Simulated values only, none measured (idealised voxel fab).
The process module that follows is named voxel quadruple lines.
Square cell edge 5 nm, section width 275 nm, ID cut.
The cross-sections in this document take the form of a grid made of square cells. They are written out as bands, in order from top to bottom. Each band consists of one or more rows of cells. What a band's entry tells you: where the top is and where the bottom is, as heights in nm, and after that what lies inside, material by material from left to right, each with its width in nm. Empty space is written as the word "blank", and a single material marked with the word "throughout" occupies the band from edge to edge. Ref level 0: as-received wafer is one material below here. Bottom band extends down with no lower bound ("0 down"). Width "30..40": first value at the band's top row of cells, second value at its bottom row, equal change from row to row. Basically "nothing got changed" means that step didn't change any cell in the cross-section. You'll see "Encapsulated voids" listing empty spaces that have no way open to the top, as long as they're 8 cells or more; the notation is width x height at distance, where the distance is from the left edge, and all of it is in nm. Formally, on a step line, whatever follows the settings is a remark that the simulator itself makes on the step. overlay nm: step with mask; distance mask lay right of planned place; negative value = left of planned place.
List of planned process steps:
1 RECEIVE | material Si
2 CONFORMAL_DEP | material SiO2 | thk nm 10
3 DIRECTIONAL_DEP | material Ru | thk nm 10
4 DIRECTIONAL_DEP | material polySi | thk nm 15
5 DIRECTIONAL_DEP | material aC | thk nm 25
6 PATTERN | tone cover | mask id MANDREL | material resist | width nm 25 | thk nm 35 | overlay nm 0
7 DIRECTIONAL_ETCH | etch materials aC | depth nm 25
8 STRIP | etch materials resist
9 CONFORMAL_DEP | material SiO2 | thk nm 15
10 DIRECTIONAL_ETCH | etch materials SiO2 | depth nm 15
11 STRIP | etch materials aC
12 DIRECTIONAL_ETCH | etch materials polySi | depth nm 15
13 STRIP | etch materials SiO2
14 CONFORMAL_DEP | material SiCN | thk nm 5
15 DIRECTIONAL_ETCH | etch materials SiCN | depth nm 5
16 STRIP | etch materials polySi
17 DIRECTIONAL_ETCH | etch materials Ru | depth nm 10
18 STRIP | etch materials SiCN
The first wafer of two, processed as planned:
Cross-section of the wafer at receipt, which is the condition after step 1:
- 0 down = Si throughout
- Encapsulated voids: none
Cross-sectional representation of the wafer at the conclusion of step 2:
- 10 to 0 = SiO2 throughout
- Whatever lies below 0 is exactly as it was before.
Cross-sectional representation of the wafer at the conclusion of step 3:
- 20 to 10 = Ru throughout
- Whatever lies below 10 is exactly as it was before.
Cross-sectional representation of the wafer at the conclusion of step 4:
- 35 to 20 = polySi throughout
- Whatever lies below 20 is exactly as it was before.
Cross-sectional representation of the wafer at the conclusion of step 5:
- 60 to 35 = aC throughout
- Whatever lies below 35 is exactly as it was before.
Cross-sectional representation of the wafer at the conclusion of step 6:
- 95 to 60 = blank 125 nm; resist 25 nm; blank 125 nm
- Whatever lies below 60 is exactly as it was before.
Cross-sectional representation of the wafer at the conclusion of step 7:
- 70 to 60 = blank 125 nm; resist 25 nm; blank 125 nm
- 60 to 35 = blank 125 nm; aC 25 nm; blank 125 nm
- Whatever lies below 35 is exactly as it was before.
Cross-sectional representation of the wafer at the conclusion of step 8:
- 60 to 35 = blank 125 nm; aC 25 nm; blank 125 nm
- Whatever lies below 35 is exactly as it was before.
Cross-sectional representation of the wafer at the conclusion of step 9:
- 75 to 60 = blank 110 nm; SiO2 55 nm; blank 110 nm
- 60 to 50 = blank 110 nm; SiO2 15 nm; aC 25 nm; SiO2 15 nm; blank 110 nm
- 50 to 35 = SiO2 125 nm; aC 25 nm; SiO2 125 nm
- Whatever lies below 35 is exactly as it was before.
Cross-sectional representation of the wafer at the conclusion of step 10:
- 60 to 35 = blank 110 nm; SiO2 15 nm; aC 25 nm; SiO2 15 nm; blank 110 nm
- Whatever lies below 35 is exactly as it was before.
Cross-sectional representation of the wafer at the conclusion of step 11:
- 60 to 35 = blank 110 nm; SiO2 15 nm; blank 25 nm; SiO2 15 nm; blank 110 nm
- Whatever lies below 35 is exactly as it was before.
Cross-sectional representation of the wafer at the conclusion of step 12:
- 60 to 35 = blank 110 nm; SiO2 15 nm; blank 25 nm; SiO2 15 nm; blank 110 nm
- 35 to 20 = blank 110 nm; polySi 15 nm; blank 25 nm; polySi 15 nm; blank 110 nm
- Whatever lies below 20 is exactly as it was before.
Cross-sectional representation of the wafer at the conclusion of step 13:
- 35 to 20 = blank 110 nm; polySi 15 nm; blank 25 nm; polySi 15 nm; blank 110 nm
- Whatever lies below 20 is exactly as it was before.
Cross-sectional representation of the wafer at the conclusion of step 14:
- 40 to 35 = blank 105 nm; SiCN 25 nm; blank 15 nm; SiCN 25 nm; blank 105 nm
- 35 to 25 = blank 105 nm; SiCN 5 nm; polySi 15 nm; SiCN 5 nm; blank 15 nm; SiCN 5 nm; polySi 15 nm; SiCN 5 nm; blank 105 nm
- 25 to 20 = SiCN 110 nm; polySi 15 nm; SiCN 25 nm; polySi 15 nm; SiCN 110 nm
- Whatever lies below 20 is exactly as it was before.
Cross-sectional representation of the wafer at the conclusion of step 15:
- 35 to 20 = blank 105 nm; SiCN 5 nm; polySi 15 nm; SiCN 5 nm; blank 15 nm; SiCN 5 nm; polySi 15 nm; SiCN 5 nm; blank 105 nm
- Whatever lies below 20 is exactly as it was before.
Cross-sectional representation of the wafer at the conclusion of step 16:
- 35 to 20 = blank 105 nm; SiCN 5 nm; blank 15 nm; SiCN 5 nm; blank 15 nm; SiCN 5 nm; blank 15 nm; SiCN 5 nm; blank 105 nm
- Whatever lies below 20 is exactly as it was before.
Cross-sectional representation of the wafer at the conclusion of step 17:
- 35 to 20 = blank 105 nm; SiCN 5 nm; blank 15 nm; SiCN 5 nm; blank 15 nm; SiCN 5 nm; blank 15 nm; SiCN 5 nm; blank 105 nm
- 20 to 10 = blank 105 nm; Ru 5 nm; blank 15 nm; Ru 5 nm; blank 15 nm; Ru 5 nm; blank 15 nm; Ru 5 nm; blank 105 nm
- Whatever lies below 10 is exactly as it was before.
Cross-sectional representation of the wafer at the conclusion of step 18:
- 20 to 10 = blank 105 nm; Ru 5 nm; blank 15 nm; Ru 5 nm; blank 15 nm; Ru 5 nm; blank 15 nm; Ru 5 nm; blank 105 nm
- Whatever lies below 10 is exactly as it was before.
The Second Wafer: Common Origin and Plan, One Mistake in Execution, Identical to the First Through Step 5:
Second wafer profile in section, at the moment step 6 of the plan was meant to be complete:
- 95 to 60 = blank 115 nm; resist 25 nm; blank 135 nm
- Whatever lies below 60 is exactly as it was before.
Second wafer profile in section, at the moment step 7 of the plan was meant to be complete:
- 70 to 60 = blank 115 nm; resist 25 nm; blank 135 nm
- 60 to 35 = blank 115 nm; aC 25 nm; blank 135 nm
- Whatever lies below 35 is exactly as it was before.
Second wafer profile in section, at the moment step 8 of the plan was meant to be complete:
- 60 to 35 = blank 115 nm; aC 25 nm; blank 135 nm
- Whatever lies below 35 is exactly as it was before.
Second wafer profile in section, at the moment step 9 of the plan was meant to be complete:
- 75 to 60 = blank 100 nm; SiO2 55 nm; blank 120 nm
- 60 to 50 = blank 100 nm; SiO2 15 nm; aC 25 nm; SiO2 15 nm; blank 120 nm
- 50 to 35 = SiO2 115 nm; aC 25 nm; SiO2 135 nm
- Whatever lies below 35 is exactly as it was before.
Second wafer profile in section, at the moment step 10 of the plan was meant to be complete:
- 60 to 35 = blank 100 nm; SiO2 15 nm; aC 25 nm; SiO2 15 nm; blank 120 nm
- Whatever lies below 35 is exactly as it was before.
Second wafer profile in section, at the moment step 11 of the plan was meant to be complete:
- 60 to 35 = blank 100 nm; SiO2 15 nm; blank 25 nm; SiO2 15 nm; blank 120 nm
- Whatever lies below 35 is exactly as it was before.
Second wafer profile in section, at the moment step 12 of the plan was meant to be complete:
- 60 to 35 = blank 100 nm; SiO2 15 nm; blank 25 nm; SiO2 15 nm; blank 120 nm
- 35 to 20 = blank 100 nm; polySi 15 nm; blank 25 nm; polySi 15 nm; blank 120 nm
- Whatever lies below 20 is exactly as it was before.
Second wafer profile in section, at the moment step 13 of the plan was meant to be complete:
- 35 to 20 = blank 100 nm; polySi 15 nm; blank 25 nm; polySi 15 nm; blank 120 nm
- Whatever lies below 20 is exactly as it was before.
Second wafer profile in section, at the moment step 14 of the plan was meant to be complete:
- 40 to 35 = blank 95 nm; SiCN 25 nm; blank 15 nm; SiCN 25 nm; blank 115 nm
- 35 to 25 = blank 95 nm; SiCN 5 nm; polySi 15 nm; SiCN 5 nm; blank 15 nm; SiCN 5 nm; polySi 15 nm; SiCN 5 nm; blank 115 nm
- 25 to 20 = SiCN 100 nm; polySi 15 nm; SiCN 25 nm; polySi 15 nm; SiCN 120 nm
- Whatever lies below 20 is exactly as it was before.
Second wafer profile in section, at the moment step 15 of the plan was meant to be complete:
- 35 to 20 = blank 95 nm; SiCN 5 nm; polySi 15 nm; SiCN 5 nm; blank 15 nm; SiCN 5 nm; polySi 15 nm; SiCN 5 nm; blank 115 nm
- Whatever lies below 20 is exactly as it was before.
Second wafer profile in section, at the moment step 16 of the plan was meant to be complete:
- 35 to 20 = blank 95 nm; SiCN 5 nm; blank 15 nm; SiCN 5 nm; blank 15 nm; SiCN 5 nm; blank 15 nm; SiCN 5 nm; blank 115 nm
- Whatever lies below 20 is exactly as it was before.
Second wafer profile in section, at the moment step 17 of the plan was meant to be complete:
- 35 to 20 = blank 95 nm; SiCN 5 nm; blank 15 nm; SiCN 5 nm; blank 15 nm; SiCN 5 nm; blank 15 nm; SiCN 5 nm; blank 115 nm
- 20 to 10 = blank 95 nm; Ru 5 nm; blank 15 nm; Ru 5 nm; blank 15 nm; Ru 5 nm; blank 15 nm; Ru 5 nm; blank 115 nm
- Whatever lies below 10 is exactly as it was before.
Second wafer profile in section, at the moment step 18 of the plan was meant to be complete:
- 20 to 10 = blank 95 nm; Ru 5 nm; blank 15 nm; Ru 5 nm; blank 15 nm; Ru 5 nm; blank 15 nm; Ru 5 nm; blank 115 nm
- Whatever lies below 10 is exactly as it was before.
what went wrong: so step 6 ended up running with a different setting than we planned, it ran as PATTERN | tone cover | mask id MANDREL | material resist | width nm 25 | thk nm 35 | overlay nm -10
If you tally the cells, the second wafer ends up with the same amount of every material as the first; it's all just sitting in different places.
